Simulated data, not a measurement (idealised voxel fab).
process module | voxel lift off
The width of the displayed cross-section, cut, is 200 nm; its cells are square, with a size of 5 nm.
Square cells in a grid make up a cross-section in this document, and the grid is given as bands, listed from the top down, each one or more rows of cells.
A band entry consists of two parts. The first gives the height of the band's top and the height of its bottom, in nm. The rest lists the band's materials from left to right, each with its width in nm. A single material labelled with the word "everywhere" fills the band from edge to edge, and the word "empty" marks empty space.
Ref level 0: as-received wafer is one material below here. Bottom band extends down with no lower bound ("top 0, no bottom").
A width given as "30->40" starts at the first number in the band's top row and ends at the second number in its bottom row, shifting by an equal amount at every step from row to row.
Where the words "left unchanged" appear for a step, the cross-section shows no cell changed by that step; every cell remained as before.
"Sealed cavities" - sealed voids, min. 8 cells, no opening to top; format: width x height at distance (distance from left edge; nm throughout).
Step line, after settings: the simulator's comment on this step.
The optional step-line setting "overlay nm" applies to steps with a mask and quantifies how far to the right of its planned location the mask lay, a negative value indicating leftward placement.

Planned process steps
| 1 | RECEIVE with material Si |
| 2 | CONFORMAL_DEP with material Al2O3, thk nm 5 |
| 3 | PATTERN with tone open, mask id LINES, material resist, width nm 20, pitch nm 45, thk nm 15, overlay nm 0 |
| 4 | DIRECTIONAL_DEP with material Ru, thk nm 5 |
| 5 | STRIP with etch materials resist |
| 6 | CONFORMAL_DEP with material SiO2, thk nm 5 |

Cross-section of the wafer upon arrival, representing the state reached after step 1
	top 0, no bottom = Si everywhere
	Sealed cavities: none

first wafer at the end, as planned
	top 15, bottom 10 = empty 40 nm; SiO2 30 nm; empty 15 nm; SiO2 30 nm; empty 15 nm; SiO2 30 nm; empty 40 nm
	top 10, bottom 5 = SiO2 45 nm; Ru 20 nm; SiO2 25 nm; Ru 20 nm; SiO2 25 nm; Ru 20 nm; SiO2 45 nm
	top 5, bottom 0 = Al2O3 everywhere
	top 0, no bottom = Si everywhere
	Sealed cavities: none

Cross-sectional view of the second of two wafers upon completion of the module. This wafer shared its starting condition and process plan with the first; one error was made during its execution
	top 10, bottom 5 = SiO2 everywhere
	top 5, bottom 0 = Al2O3 everywhere
	top 0, no bottom = Si everywhere
	Sealed cavities: none
Diagnosis: plan step 4: skipped, not run
The closing comparison, in cells, has the second wafer with more or fewer of some materials than the first: 12 fewer of Ru; 6 fewer of SiO2
